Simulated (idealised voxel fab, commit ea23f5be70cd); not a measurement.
process module | voxel transistor to metal
cross-section cut | 285 nm wide | cells 5 nm
A cross-section is a grid of square cells, given in bands from the top down. A band is one or more rows of cells.
Each band's line starts with the height of the band's top and of its bottom, in nm. Then come its materials from left to right, each with its width in nm. One material with "throughout" fills the band from edge to edge. "air" is empty space.
Height 0 is the level under which the wafer as received is all one material. The lowest band goes on downwards, as in "0 down".
A width such as "30 to 40" changes by the same amount from each row of cells to the next, from the band's top row to its bottom row.
"no change" after a step means that no cell of the cross-section changed.
closed voids: empty space of 8 cells or more with no open way to the top, each as width x height at its distance from the left edge, in nm
after a step's settings: what the simulator itself notes on the step
overlay nm, on a step with a mask: how far to the right of its planned place the mask lay; to the left if negative
plan
1 op RECEIVE | material Si
2 op CONFORMAL_DEP | material SiO2 | thk nm 5
3 op CONFORMAL_DEP | material SiN | thk nm 10
4 op PATTERN | tone cover | mask id ACTIVE | material resist | width nm 115 | pitch nm 135 | thk nm 20 | overlay nm 0
5 op DIRECTIONAL_ETCH | etch materials SiN | depth nm 10
6 op DIRECTIONAL_ETCH | etch materials SiO2 | depth nm 5
7 op DIRECTIONAL_ETCH | etch materials Si | depth nm 20
8 op STRIP | etch materials resist
9 op FILL_DEP | material SiO2 | thk nm 5
10 op CMP | height nm 15
11 op SELECTIVE_ETCH | etch materials SiO2 | depth nm 10
12 op STRIP | etch materials SiN
13 op SELECTIVE_ETCH | etch materials SiO2 | depth nm 5
14 op OXIDIZE | depth nm 5
15 op DIRECTIONAL_DEP | material polySi | thk nm 30
16 op DIRECTIONAL_DEP | material SiCN | thk nm 15
17 op PATTERN | tone cover | mask id GATE | material resist | width nm 25 | pitch nm 135 | thk nm 20 | overlay nm 0
18 op DIRECTIONAL_ETCH | etch materials SiCN | depth nm 25
19 op DIRECTIONAL_ETCH | etch materials polySi | depth nm 40
20 op STRIP | etch materials resist
21 op CONFORMAL_DEP | material SiO2 | thk nm 5
22 op DIRECTIONAL_ETCH | etch materials SiO2 | depth nm 5
23 op CONFORMAL_DEP | material SiN | thk nm 5
24 op DIRECTIONAL_ETCH | etch materials SiN | depth nm 5
25 op DIRECTIONAL_ETCH | etch materials SiO2 | depth nm 5
26 op DIRECTIONAL_ETCH | etch materials Si | depth nm 10
27 op EPI | material pSi | thk nm 15
28 op FILL_DEP | material SiO2 | thk nm 5
29 op CMP | height nm 45
30 op DIRECTIONAL_DEP | material SiO2 | thk nm 10
31 op PATTERN | tone open | mask id CONTACT | material resist | width nm 15 | thk nm 15 | overlay nm 0
32 op DIRECTIONAL_ETCH | etch materials SiO2 | depth nm 55
33 op STRIP | etch materials resist
34 op CONFORMAL_DEP | material TiN | thk nm 5
35 op FILL_DEP | material W | thk nm 10
36 op CMP | height nm 55
37 op CONFORMAL_DEP | material SiCN | thk nm 5
38 op DIRECTIONAL_DEP | material SiO2 | thk nm 20
39 op DIRECTIONAL_DEP | material aC | thk nm 10
40 op PATTERN | tone open | mask id METAL_1 | material resist | width nm 15 | thk nm 30 | overlay nm 0
41 op DIRECTIONAL_ETCH | etch materials aC | depth nm 10
42 op STRIP | etch materials resist
43 op DIRECTIONAL_ETCH | etch materials SiO2 | depth nm 20
44 op DIRECTIONAL_ETCH | etch materials SiCN | depth nm 5
45 op STRIP | etch materials aC
46 op CONFORMAL_DEP | material TiN | thk nm 5
47 op FILL_DEP | material Cu | thk nm 5
48 op CMP | height nm 80
49 op CONFORMAL_DEP | material SiCN | thk nm 5
50 op DIRECTIONAL_DEP | material lowk | thk nm 35
51 op PATTERN | tone open | mask id METAL_2 | material resist | width nm 15 | pitch nm 135 | thk nm 15 | overlay nm 0
52 op DIRECTIONAL_ETCH | etch materials lowk | depth nm 20
53 op STRIP | etch materials resist
54 op MASKED_ETCH | tone open | mask id METAL_2_HOLES | width nm 15 | pitch nm 135 | etch materials lowk | depth nm 15 | overlay nm 0
55 op MASKED_ETCH | tone open | mask id METAL_2_HOLES | width nm 15 | pitch nm 135 | etch materials SiCN | depth nm 5 | overlay nm 0
56 op CONFORMAL_DEP | material TiN | thk nm 5
57 op FILL_DEP | material Ru | thk nm 5
58 op CMP | height nm 120
59 op CONFORMAL_DEP | material SiN | thk nm 5
varied across the wafers: width nm of step 54. The plan shows the first wafer's value. All wafers start alike
first wafer as received, after step 1
  0 down: Si throughout
  closed voids: none
first wafer at the end, after step 59
  125 to 120: SiN throughout
  120 to 85: lowk 25 | TiN 5 | Ru 5 | TiN 5 | lowk 120 | TiN 5 | Ru 5 | TiN 5 | lowk 110
  85 to 80: SiCN 25 | TiN 15 | SiCN 120 | TiN 15 | SiCN 110
  80 to 60: SiO2 25 | TiN 5 | Cu 5 | TiN 5 | SiO2 65 | TiN 5 | Cu 5 | TiN 5 | SiO2 40 | TiN 5 | Cu 5 | TiN 5 | SiO2 65 | TiN 5 | Cu 5 | TiN 5 | SiO2 30
  60 to 55: SiCN 25 | TiN 15 | SiCN 65 | TiN 15 | SiCN 40 | TiN 15 | SiCN 65 | TiN 15 | SiCN 30
  55 to 45: SiO2 25 | TiN 5 | W 5 | TiN 5 | SiO2 65 | TiN 5 | W 5 | TiN 5 | SiO2 40 | TiN 5 | W 5 | TiN 5 | SiO2 65 | TiN 5 | W 5 | TiN 5 | SiO2 30
  45 to 30: SiO2 25 | TiN 5 | W 5 | TiN 5 | SiO2 10 | SiN 5 | SiO2 5 | SiCN 25 | SiO2 5 | SiN 5 | SiO2 10 | TiN 5 | W 5 | TiN 5 | SiO2 40 | TiN 5 | W 5 | TiN 5 | SiO2 10 | SiN 5 | SiO2 5 | SiCN 25 | SiO2 5 | SiN 5 | SiO2 10 | TiN 5 | W 5 | TiN 5 | SiO2 30
  30 to 15: SiO2 25 | TiN 5 | W 5 | TiN 5 | SiO2 10 | SiN 5 | SiO2 5 | polySi 25 | SiO2 5 | SiN 5 | SiO2 10 | TiN 5 | W 5 | TiN 5 | SiO2 40 | TiN 5 | W 5 | TiN 5 | SiO2 10 | SiN 5 | SiO2 5 | polySi 25 | SiO2 5 | SiN 5 | SiO2 10 | TiN 5 | W 5 | TiN 5 | SiO2 30
  15 to 10: SiO2 25 | TiN 15 | SiO2 10 | SiN 5 | SiO2 5 | polySi 25 | SiO2 5 | SiN 5 | SiO2 10 | TiN 15 | SiO2 40 | TiN 15 | SiO2 10 | SiN 5 | SiO2 5 | polySi 25 | SiO2 5 | SiN 5 | SiO2 10 | TiN 15 | SiO2 30
  10 to 0: SiO2 25 | TiN 10 | pSi 15 | SiN 5 | SiO2 5 | polySi 25 | SiO2 5 | SiN 5 | pSi 15 | TiN 10 | SiO2 40 | TiN 10 | pSi 15 | SiN 5 | SiO2 5 | polySi 25 | SiO2 5 | SiN 5 | pSi 15 | TiN 10 | SiO2 30
  0 to -5: SiO2 10 | pSi 40 | SiO2 45 | pSi 40 | SiO2 10 | pSi 40 | SiO2 45 | pSi 40 | SiO2 15
  -5 to -15: SiO2 15 | pSi 35 | Si 45 | pSi 35 | SiO2 20 | pSi 35 | Si 45 | pSi 35 | SiO2 20
  -15 to -20: SiO2 15 | Si 115 | SiO2 20 | Si 115 | SiO2 20
  -20 down: Si throughout
  closed voids: none
last wafer at the end
  125 to 120: SiN throughout
  120 to 110: lowk 20 | TiN 5 | Ru 20 | TiN 5 | lowk 105 | TiN 5 | Ru 20 | TiN 5 | lowk 100
  110 to 105: lowk 20 | TiN 10 | Ru 5 | TiN 15 | lowk 105 | TiN 10 | Ru 5 | TiN 15 | lowk 100
  105 to 85: lowk 25 | TiN 5 | Ru 5 | TiN 5 | lowk 120 | TiN 5 | Ru 5 | TiN 5 | lowk 110
  85 to 80: SiCN 25 | TiN 15 | SiCN 120 | TiN 15 | SiCN 110
  80 to 60: SiO2 25 | TiN 5 | Cu 5 | TiN 5 | SiO2 65 | TiN 5 | Cu 5 | TiN 5 | SiO2 40 | TiN 5 | Cu 5 | TiN 5 | SiO2 65 | TiN 5 | Cu 5 | TiN 5 | SiO2 30
  60 to 55: SiCN 25 | TiN 15 | SiCN 65 | TiN 15 | SiCN 40 | TiN 15 | SiCN 65 | TiN 15 | SiCN 30
  55 to 45: SiO2 25 | TiN 5 | W 5 | TiN 5 | SiO2 65 | TiN 5 | W 5 | TiN 5 | SiO2 40 | TiN 5 | W 5 | TiN 5 | SiO2 65 | TiN 5 | W 5 | TiN 5 | SiO2 30
  45 to 30: SiO2 25 | TiN 5 | W 5 | TiN 5 | SiO2 10 | SiN 5 | SiO2 5 | SiCN 25 | SiO2 5 | SiN 5 | SiO2 10 | TiN 5 | W 5 | TiN 5 | SiO2 40 | TiN 5 | W 5 | TiN 5 | SiO2 10 | SiN 5 | SiO2 5 | SiCN 25 | SiO2 5 | SiN 5 | SiO2 10 | TiN 5 | W 5 | TiN 5 | SiO2 30
  30 to 15: SiO2 25 | TiN 5 | W 5 | TiN 5 | SiO2 10 | SiN 5 | SiO2 5 | polySi 25 | SiO2 5 | SiN 5 | SiO2 10 | TiN 5 | W 5 | TiN 5 | SiO2 40 | TiN 5 | W 5 | TiN 5 | SiO2 10 | SiN 5 | SiO2 5 | polySi 25 | SiO2 5 | SiN 5 | SiO2 10 | TiN 5 | W 5 | TiN 5 | SiO2 30
  15 to 10: SiO2 25 | TiN 15 | SiO2 10 | SiN 5 | SiO2 5 | polySi 25 | SiO2 5 | SiN 5 | SiO2 10 | TiN 15 | SiO2 40 | TiN 15 | SiO2 10 | SiN 5 | SiO2 5 | polySi 25 | SiO2 5 | SiN 5 | SiO2 10 | TiN 15 | SiO2 30
  10 to 0: SiO2 25 | TiN 10 | pSi 15 | SiN 5 | SiO2 5 | polySi 25 | SiO2 5 | SiN 5 | pSi 15 | TiN 10 | SiO2 40 | TiN 10 | pSi 15 | SiN 5 | SiO2 5 | polySi 25 | SiO2 5 | SiN 5 | pSi 15 | TiN 10 | SiO2 30
  0 to -5: SiO2 10 | pSi 40 | SiO2 45 | pSi 40 | SiO2 10 | pSi 40 | SiO2 45 | pSi 40 | SiO2 15
  -5 to -15: SiO2 15 | pSi 35 | Si 45 | pSi 35 | SiO2 20 | pSi 35 | Si 45 | pSi 35 | SiO2 20
  -15 to -20: SiO2 15 | Si 115 | SiO2 20 | Si 115 | SiO2 20
  -20 down: Si throughout
  closed voids: none
each wafer at the end: cells of each material gained (+) or lost (-) since it was received, then its closed voids
width nm 15 | +16 Cu | +14 Ru | -146 Si | +126 SiCN | +93 SiN | +591 SiO2 | +170 TiN | +32 W | +357 lowk | +112 pSi | +60 polySi | closed voids: none
width nm 20 | +16 Cu | +18 Ru | -146 Si | +126 SiCN | +93 SiN | +591 SiO2 | +172 TiN | +32 W | +351 lowk | +112 pSi | +60 polySi | closed voids: none
width nm 25 | +16 Cu | +22 Ru | -146 Si | +126 SiCN | +93 SiN | +591 SiO2 | +174 TiN | +32 W | +345 lowk | +112 pSi | +60 polySi | closed voids: none
width nm 30 | +16 Cu | +26 Ru | -146 Si | +126 SiCN | +93 SiN | +591 SiO2 | +176 TiN | +32 W | +339 lowk | +112 pSi | +60 polySi | closed voids: none
